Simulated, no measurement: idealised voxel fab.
A process module follows: voxel lift off.
cross-section cut | 275 nm wide | cells 5 nm
This document writes a cross-section as a grid whose cells are square, and gives it as bands, listed from the top down; one or more rows of cells form a band.
The entry gives the band's vertical extent as a top height and a bottom height in nm, then its horizontal make-up as materials from left to right, each with a width in nm. "empty" stands for empty space; a single material marked "throughout" fills the band edge to edge.
Heights are expressed relative to 0, this being the level below which the as-received wafer comprises one material exclusively. The lowest band is unbounded in the downward direction and is denoted as in "from 0 down".
The two numbers in a width such as "30..40" mark its ends across the band: the first belongs to the top row of cells, the second to the bottom row, and from each row to the next the width moves by the same amount.
"nothing got changed", as given for a step, is the statement that not any cell of the cross-section underwent a change during that step.
"Enclosed void catalog" enumerates empty spaces isolated from the top, with no open way to it, that contain at least 8 cells, giving each as width x height at distance from the left edge, all three in nm.
On a step's line, text after the settings is the simulator commenting on that step.
overlay nm: on a step with a mask, how far right of its planned place the mask lay; negative means left.

# The planned process steps are enumerated hereunder
| 1 | RECEIVE, material Si |
| 2 | CONFORMAL_DEP, material Al2O3, thk nm 10 |
| 3 | PATTERN, tone open, mask id LINES, material resist, width nm 15, pitch nm 45, thk nm 25, overlay nm -15 |
| 4 | DIRECTIONAL_DEP, material Ru, thk nm 15 |
| 5 | STRIP, etch materials resist |
| 6 | CONFORMAL_DEP, material SiN, thk nm 10 |
What sets these wafers apart? The overlay nm at step 3. They all start alike, and the plan carries the first wafer's value.

# Cross-section: the first of several wafers in its as-received state, i.e. following step 1
> from 0 down = Si throughout
> Enclosed void catalog: none

# The rows of the table below are wafers. Looking at the end of the module, a row counts, for every material, the cells the wafer has gained, shown as (+), or lost, shown as (-), since it was received; its closed voids come next
overlay nm -15 | +110 Al2O3 | +18 Ru | +134 SiN | Enclosed void catalog: none
overlay nm -10 | +110 Al2O3 | +18 Ru | +134 SiN | Enclosed void catalog: none
overlay nm -5 | +110 Al2O3 | +18 Ru | +134 SiN | Enclosed void catalog: none
overlay nm 0 | +110 Al2O3 | +18 Ru | +134 SiN | Enclosed void catalog: none
overlay nm 5 | +110 Al2O3 | +18 Ru | +134 SiN | Enclosed void catalog: none
overlay nm 10 | +110 Al2O3 | +18 Ru | +134 SiN | Enclosed void catalog: none
overlay nm 15 | +110 Al2O3 | +18 Ru | +134 SiN | Enclosed void catalog: none
